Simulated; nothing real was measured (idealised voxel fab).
Presented below is a process module, voxel spacer lines.
Shown is cross-section cut, with a width of 205 nm and square cells of size 5 nm.
Cross-section layout: square cells on a grid; listed as bands, top to bottom; a band spans one or more cell rows. Band entry format. Leading values: height of top, height of bottom, nm. Remainder: materials in left-to-right order, each with its width in nm. Special words: "all across" on a single material, which then fills the band edge to edge; "empty", empty space. Note: height 0 marks the level under which the wafer is uniformly one material as received. Lowest band unbounded below, written "z 0 and below". A width such as "30 to 40" changes by the same amount from each row of cells to the next, from the band's top row to its bottom row. Step note "identical to before" = no cross-section cell changed. Closed-off voids of 8+ cells (no open route to the top) go in "Sealed internal voids", written width x height at distance from the left edge, in nm. Formally, on a step line, whatever follows the settings is a remark that the simulator itself makes on the step. overlay nm: for a step with a mask, the amount by which the mask lay right of where it was planned; a negative amount means left of it.

# Planned step list for the process
1,op RECEIVE | material Si
2,op CONFORMAL_DEP | material Al2O3 | thk nm 5
3,op DIRECTIONAL_DEP | material polySi | thk nm 20
4,op DIRECTIONAL_DEP | material aC | thk nm 20
5,op PATTERN | tone cover | mask id MANDREL | material resist | width nm 25 | pitch nm 70 | thk nm 30 | overlay nm -15
6,op DIRECTIONAL_ETCH | etch materials aC | depth nm 20
7,op STRIP | etch materials resist
8,op CONFORMAL_DEP | material SiN | thk nm 10
9,op DIRECTIONAL_ETCH | etch materials SiN | depth nm 10
10,op STRIP | etch materials aC
11,op DIRECTIONAL_ETCH | etch materials polySi | depth nm 20
12,op STRIP | etch materials SiN
13,op FILL_DEP | material SiO2 | thk nm 10
14,op CMP | height nm 25
Split variable: overlay nm, step 5. Plan value = first wafer. Wafers start alike.

# The first of several wafers as received, shown in cross-section; this is its state after step 1
  z 0 and below  Si all across
  Sealed internal voids: none

# Depicted here is the first of several wafers in cross-section, at module completion following the last step, step 14
  z 25 to 5  SiO2=30; polySi=10; SiO2=25; polySi=10; SiO2=25; polySi=10; SiO2=25; polySi=10; SiO2=60
  z 5 to 0  Al2O3 all across
  z 0 and below  Si all across
  Sealed internal voids: none

# Here we cross-sectioned the last of the wafers once the module was done
  z 25 to 5  SiO2=60; polySi=10; SiO2=25; polySi=10; SiO2=25; polySi=10; SiO2=25; polySi=10; SiO2=30
  z 5 to 0  Al2O3 all across
  z 0 and below  Si all across
  Sealed internal voids: none

# Take any row and you have a wafer at the end of the module: how many cells of each material it has gained (+) or lost (-) since it was received, and then its closed voids
overlay nm -15, +41 Al2O3, +132 SiO2, +32 polySi, Sealed internal voids: none
overlay nm -10, +41 Al2O3, +132 SiO2, +32 polySi, Sealed internal voids: none
overlay nm -5, +41 Al2O3, +132 SiO2, +32 polySi, Sealed internal voids: none
overlay nm 0, +41 Al2O3, +132 SiO2, +32 polySi, Sealed internal voids: none
overlay nm 5, +41 Al2O3, +132 SiO2, +32 polySi, Sealed internal voids: none
overlay nm 10, +41 Al2O3, +132 SiO2, +32 polySi, Sealed internal voids: none
overlay nm 15, +41 Al2O3, +132 SiO2, +32 polySi, Sealed internal voids: none
